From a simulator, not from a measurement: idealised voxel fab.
The name of this process module is voxel trench capacitor.
The cross-section on display is named cut; it measures 160 nm wide, and its cells are 5 nm squares.
Bands, listed from the top down, are how a cross-section gets written in this document; the cross-section itself is a grid of square cells, and a band is one or more rows of them. Heads up on the band format: heights come first, top then bottom, in nm. After that it's the materials left to right, each with its width in nm. A single material flagged "all across" fills the whole band edge to edge, and "blank" means there's empty space there. Below 0: as-received wafer, all one material; heights counted from there. Lowest band: no bottom, goes on down, written "0..down". So if you see something like "30 to 40" for the width, read it as the top row of the band sitting at the first number and the bottom row at the second, with every row in between moving by the same amount as the last. Basically "nothing got changed" means that step didn't change any cell in the cross-section. Each empty space that has no open way to the top and spans at least 8 cells appears under "Cavities, closed" as width x height at distance, the distance counted from the left edge, all in nm. The remark found on a step's line after its settings is issued by the simulator itself and pertains to that step. What "overlay nm" on a step's line means: if the step has a mask, that mask lay this far to the right of its planned place, or, when the value is negative, to the left.
plan
1 RECEIVE [material Si]
2 CONFORMAL_DEP [material SiN] [thk nm 10]
3 MASKED_ETCH [tone open] [mask id TRENCH] [width nm 20] [pitch nm 35] [etch materials SiN] [depth nm 10] [overlay nm 0]
4 MASKED_ETCH [tone open] [mask id TRENCH] [width nm 20] [pitch nm 35] [etch materials Si] [depth nm 35] [overlay nm 0]
5 CONFORMAL_DEP [material SiO2] [thk nm 5]
6 FILL_DEP [material polySi] [thk nm 10]
7 CMP [height nm 10]
First of two wafers - as planned
Incoming wafer in cross-section (state: after step 1)
0..down  Si all across
Cavities, closed: none
Once step 2 is through, the wafer looks like this in cross-section
10..0  SiN all across
Under 0: no change, same as before.
Once step 3 is through, the wafer looks like this in cross-section
10..0  SiN: 35, blank: 20, SiN: 15, blank: 20, SiN: 15, blank: 20, SiN: 35
Under 0: no change, same as before.
Once step 4 is through, the wafer looks like this in cross-section
10..0  SiN: 35, blank: 20, SiN: 15, blank: 20, SiN: 15, blank: 20, SiN: 35
0..-35  Si: 35, blank: 20, Si: 15, blank: 20, Si: 15, blank: 20, Si: 35
Under -35: no change, same as before.
Once step 5 is through, the wafer looks like this in cross-section
15..10  SiO2: 40, blank: 10, SiO2: 25, blank: 10, SiO2: 25, blank: 10, SiO2: 40
10..0  SiN: 35, SiO2: 5, blank: 10, SiO2: 5, SiN: 15, SiO2: 5, blank: 10, SiO2: 5, SiN: 15, SiO2: 5, blank: 10, SiO2: 5, SiN: 35
0..-30  Si: 35, SiO2: 5, blank: 10, SiO2: 5, Si: 15, SiO2: 5, blank: 10, SiO2: 5, Si: 15, SiO2: 5, blank: 10, SiO2: 5, Si: 35
-30..-35  Si: 35, SiO2: 20, Si: 15, SiO2: 20, Si: 15, SiO2: 20, Si: 35
Under -35: no change, same as before.
Once step 6 is through, the wafer looks like this in cross-section
25..15  polySi all across
15..10  SiO2: 40, polySi: 10, SiO2: 25, polySi: 10, SiO2: 25, polySi: 10, SiO2: 40
10..0  SiN: 35, SiO2: 5, polySi: 10, SiO2: 5, SiN: 15, SiO2: 5, polySi: 10, SiO2: 5, SiN: 15, SiO2: 5, polySi: 10, SiO2: 5, SiN: 35
0..-30  Si: 35, SiO2: 5, polySi: 10, SiO2: 5, Si: 15, SiO2: 5, polySi: 10, SiO2: 5, Si: 15, SiO2: 5, polySi: 10, SiO2: 5, Si: 35
Under -30: no change, same as before.
Once step 7 is through, the wafer looks like this in cross-section
10..0  SiN: 35, SiO2: 5, polySi: 10, SiO2: 5, SiN: 15, SiO2: 5, polySi: 10, SiO2: 5, SiN: 15, SiO2: 5, polySi: 10, SiO2: 5, SiN: 35
Under 0: no change, same as before.
Second wafer - shared start and plan with the first - one error in running - same as the first up to step 1 inclusive
when step 2 should have ended: nothing got changed
when step 3 should have ended: nothing got changed
when step 4 should have ended
0..-35  Si: 35, blank: 20, Si: 15, blank: 20, Si: 15, blank: 20, Si: 35
Under -35: no change, same as before.
when step 5 should have ended
5..0  SiO2: 40, blank: 10, SiO2: 25, blank: 10, SiO2: 25, blank: 10, SiO2: 40
0..-30  Si: 35, SiO2: 5, blank: 10, SiO2: 5, Si: 15, SiO2: 5, blank: 10, SiO2: 5, Si: 15, SiO2: 5, blank: 10, SiO2: 5, Si: 35
-30..-35  Si: 35, SiO2: 20, Si: 15, SiO2: 20, Si: 15, SiO2: 20, Si: 35
Under -35: no change, same as before.
when step 6 should have ended
15..5  polySi all across
5..0  SiO2: 40, polySi: 10, SiO2: 25, polySi: 10, SiO2: 25, polySi: 10, SiO2: 40
0..-30  Si: 35, SiO2: 5, polySi: 10, SiO2: 5, Si: 15, SiO2: 5, polySi: 10, SiO2: 5, Si: 15, SiO2: 5, polySi: 10, SiO2: 5, Si: 35
Under -30: no change, same as before.
when step 7 should have ended
10..5  polySi all across
Under 5: no change, same as before.
Which mistake was made when the wafer was run? it should be noted that step 2 of the plan was omitted and was not performed
End of process, cell counts, second wafer against first, materials with more or fewer: SiN -40 | SiO2 +14 | polySi +26
